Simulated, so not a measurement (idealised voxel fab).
process module | voxel ribs on slabs
cross-section cut | 175 nm wide | cells 5 nm
A cross-section is a grid of square cells, given in bands from the top down. A band is one or more rows of cells.
Each band's line starts with the height of the band's top and of its bottom, in nm. Then come its materials from left to right, each with its width in nm. One material with "throughout" fills the band from edge to edge. "air" is empty space.
Height 0 is the level under which the wafer as received is all one material. The lowest band goes on downwards, as in "0 down".
A width such as "30 to 40" changes by the same amount from each row of cells to the next, from the band's top row to its bottom row.
"no change" after a step means that no cell of the cross-section changed.
closed voids: empty space of 8 cells or more with no open way to the top, each as width x height at its distance from the left edge, in nm
after a step's settings: what the simulator itself notes on the step
overlay nm, on a step with a mask: how far to the right of its planned place the mask lay; to the left if negative
plan
1 op RECEIVE | material Si
2 op DIRECTIONAL_DEP | material SiO2 | thk nm 25
3 op DIRECTIONAL_DEP | material SiN | thk nm 25
4 op DIRECTIONAL_DEP | material aC | thk nm 10
5 op PATTERN | tone cover | mask id RIB | material resist | width nm 25 | thk nm 25 | overlay nm 0
6 op DIRECTIONAL_ETCH | etch materials aC | depth nm 10
7 op STRIP | etch materials resist
8 op DIRECTIONAL_ETCH | etch materials SiN | depth nm 20
9 op STRIP | etch materials aC
10 op PATTERN | tone cover | mask id SLAB | material resist | width nm 65 | thk nm 20 | overlay nm 0
11 op DIRECTIONAL_ETCH | etch materials SiN | depth nm 5
12 op STRIP | etch materials resist
13 op FILL_DEP | material SiO2 | thk nm 25
14 op CMP | height nm 65
15 op DIRECTIONAL_DEP | material TiN | thk nm 5
16 op PATTERN | tone cover | mask id HEATER | material resist | width nm 35 | thk nm 15 | overlay nm 0
17 op DIRECTIONAL_ETCH | etch materials TiN | depth nm 5
18 op STRIP | etch materials resist
19 op CONFORMAL_DEP | material SiN | thk nm 5
as received, after step 1
  0 down: Si throughout
  closed voids: none
a wafer at the end: this start, this plan, one mistake
  75 to 70: air 65 | SiN 45 | air 65
  70 to 65: SiN 70 | TiN 35 | SiN 70
  65 to 40: SiO2 throughout
  40 to 25: SiO2 75 | SiN 25 | SiO2 75
  25 to 0: SiO2 throughout
  0 down: Si throughout
  closed voids: none
what went wrong: step 3 ran as: op DIRECTIONAL_DEP | material SiN | thk nm 15
